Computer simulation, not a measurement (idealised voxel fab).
process module | voxel trench capacitor
cross-section cut | 170 nm wide | cells 5 nm
A cross-section is a grid of square cells, given in bands from the top down. A band is one or more rows of cells.
Each band's line starts with the height of the band's top and of its bottom, in nm. Then come its materials from left to right, each with its width in nm. One material with "throughout" fills the band from edge to edge. "air" is empty space.
Height 0 is the level under which the wafer as received is all one material. The lowest band goes on downwards, as in "0 down".
A width such as "30 to 40" changes by the same amount from each row of cells to the next, from the band's top row to its bottom row.
"no change" after a step means that no cell of the cross-section changed.
closed voids: empty space of 8 cells or more with no open way to the top, each as width x height at its distance from the left edge, in nm
after a step's settings: what the simulator itself notes on the step
overlay nm, on a step with a mask: how far to the right of its planned place the mask lay; to the left if negative
plan
1 op RECEIVE | material Si
2 op CONFORMAL_DEP | material SiN | thk nm 10
3 op DIRECTIONAL_DEP | material aC | thk nm 15
4 op PATTERN | tone open | mask id TRENCH | material resist | width nm 25 | pitch nm 45 | thk nm 35 | overlay nm 0
5 op DIRECTIONAL_ETCH | etch materials aC | depth nm 15
6 op STRIP | etch materials resist
7 op DIRECTIONAL_ETCH | etch materials SiN | depth nm 10
8 op DIRECTIONAL_ETCH | etch materials Si | depth nm 40
9 op STRIP | etch materials aC
10 op CONFORMAL_DEP | material Al2O3 | thk nm 5
11 op CONFORMAL_DEP | material TiN | thk nm 5
12 op FILL_DEP | material W | thk nm 5
13 op CMP | height nm 10
as received, after step 1
  0 down: Si throughout
  closed voids: none
a wafer at the end: this start, this plan, one mistake
  10 to 0: SiN 25 | TiN 5 | Al2O3 5 | W 5 | Al2O3 5 | TiN 5 | SiN 20 | TiN 5 | Al2O3 5 | W 5 | Al2O3 5 | TiN 5 | SiN 20 | TiN 5 | Al2O3 5 | W 5 | Al2O3 5 | TiN 5 | SiN 30
  0 to -30: Si 25 | TiN 5 | Al2O3 5 | W 5 | Al2O3 5 | TiN 5 | Si 20 | TiN 5 | Al2O3 5 | W 5 | Al2O3 5 | TiN 5 | Si 20 | TiN 5 | Al2O3 5 | W 5 | Al2O3 5 | TiN 5 | Si 30
  -30 to -35: Si 25 | TiN 5 | Al2O3 15 | TiN 5 | Si 20 | TiN 5 | Al2O3 15 | TiN 5 | Si 20 | TiN 5 | Al2O3 15 | TiN 5 | Si 30
  -35 to -40: Si 25 | TiN 25 | Si 20 | TiN 25 | Si 20 | TiN 25 | Si 30
  -40 down: Si throughout
  closed voids: none
what went wrong: steps 10 and 11 were swapped
